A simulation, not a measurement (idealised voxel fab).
The following process module bears the name voxel wiring stack.
The width of the displayed cross-section, cut, is 165 nm; its cells are square, with a size of 5 nm.
Think of the cross-section as a grid of square cells. We describe it in bands, top to bottom, and each band covers one or more rows of those cells. Top, bottom (nm), then materials left to right with widths (nm); lone material tagged "everywhere" fills the whole band edge to edge; "blank" = empty space. Basically, 0 is our baseline, since under it the wafer straight out of the box is all one material. The bottom band has no lower end and keeps on going down, so it looks like "0 nm and below". It should be noted that a width expressed as "30 to 40" varies in equal increments from row to row of cells within the band, taking the value of the first number at the top row and that of the second number at the bottom row. Key: "nothing changed" - step with no changed cell in the cross-section. Reported under the label "Trapped cavities" are the empty spaces having no open way to the top and comprising 8 cells or more; the notation for each is width x height at distance, in which the distance is measured from the left edge and all three values are in nm. Step line, after settings: the simulator's comment on this step. "overlay nm" answers the question of how far to the right of plan the mask lay on a step that has a mask, and when it is negative the answer is to the left.

Planned step list for the process
1 op RECEIVE | material Si
2 op CONFORMAL_DEP | material SiO2 | thk nm 10
3 op CONFORMAL_DEP | material SiCN | thk nm 5
4 op DIRECTIONAL_DEP | material lowk | thk nm 25
5 op PATTERN | tone open | mask id METAL_1 | material resist | width nm 20 | pitch nm 45 | thk nm 20 | overlay nm 0
6 op DIRECTIONAL_ETCH | etch materials lowk | depth nm 25
7 op DIRECTIONAL_ETCH | etch materials SiCN | depth nm 5
8 op STRIP | etch materials resist
9 op CONFORMAL_DEP | material TiN | thk nm 5
10 op FILL_DEP | material Ru | thk nm 5
11 op CMP | height nm 40
12 op EPI | material Ru | thk nm 5
13 op FILL_DEP | material SiCN | thk nm 5
14 op DIRECTIONAL_DEP | material SiO2 | thk nm 35
15 op MASKED_ETCH | tone open | mask id METAL_2_HOLES | width nm 15 | pitch nm 45 | etch materials SiO2 | depth nm 35 | overlay nm 0
16 op MASKED_ETCH | tone open | mask id METAL_2 | width nm 20 | pitch nm 45 | etch materials SiO2 | depth nm 20 | overlay nm -15
17 op MASKED_ETCH | tone open | mask id METAL_2 | width nm 20 | pitch nm 45 | etch materials SiCN | depth nm 5 | overlay nm 0
18 op CONFORMAL_DEP | material TiN | thk nm 5
19 op FILL_DEP | material Cu | thk nm 10
20 op CMP | height nm 85
21 op CONFORMAL_DEP | material SiN | thk nm 5
Keep in mind the plan's value for the overlay nm of step 16 comes from the first wafer; the wafers don't share that setting, but they do share the same starting point.

The as-received cross-section of the first of several wafers corresponds to the state after step 1
* 0 nm and below = Si everywhere
* Trapped cavities: none

End of module, by wafer: material-by-material cell gain (+) or loss (-) since receipt, then closed voids
overlay nm -15 | +32 Cu | +32 Ru | +73 SiCN | +33 SiN | +231 SiO2 | +68 TiN | +125 lowk | Trapped cavities: none
overlay nm -10 | +26 Cu | +32 Ru | +73 SiCN | +33 SiN | +239 SiO2 | +66 TiN | +125 lowk | Trapped cavities: none
overlay nm -5 | +20 Cu | +32 Ru | +73 SiCN | +33 SiN | +247 SiO2 | +64 TiN | +125 lowk | Trapped cavities: none
overlay nm 0 | +20 Cu | +32 Ru | +73 SiCN | +33 SiN | +247 SiO2 | +64 TiN | +125 lowk | Trapped cavities: none
overlay nm 5 | +26 Cu | +32 Ru | +73 SiCN | +33 SiN | +239 SiO2 | +66 TiN | +125 lowk | Trapped cavities: none
overlay nm 10 | +32 Cu | +32 Ru | +73 SiCN | +33 SiN | +231 SiO2 | +68 TiN | +125 lowk | Trapped cavities: none
overlay nm 15 | +38 Cu | +32 Ru | +73 SiCN | +33 SiN | +223 SiO2 | +70 TiN | +125 lowk | Trapped cavities: none
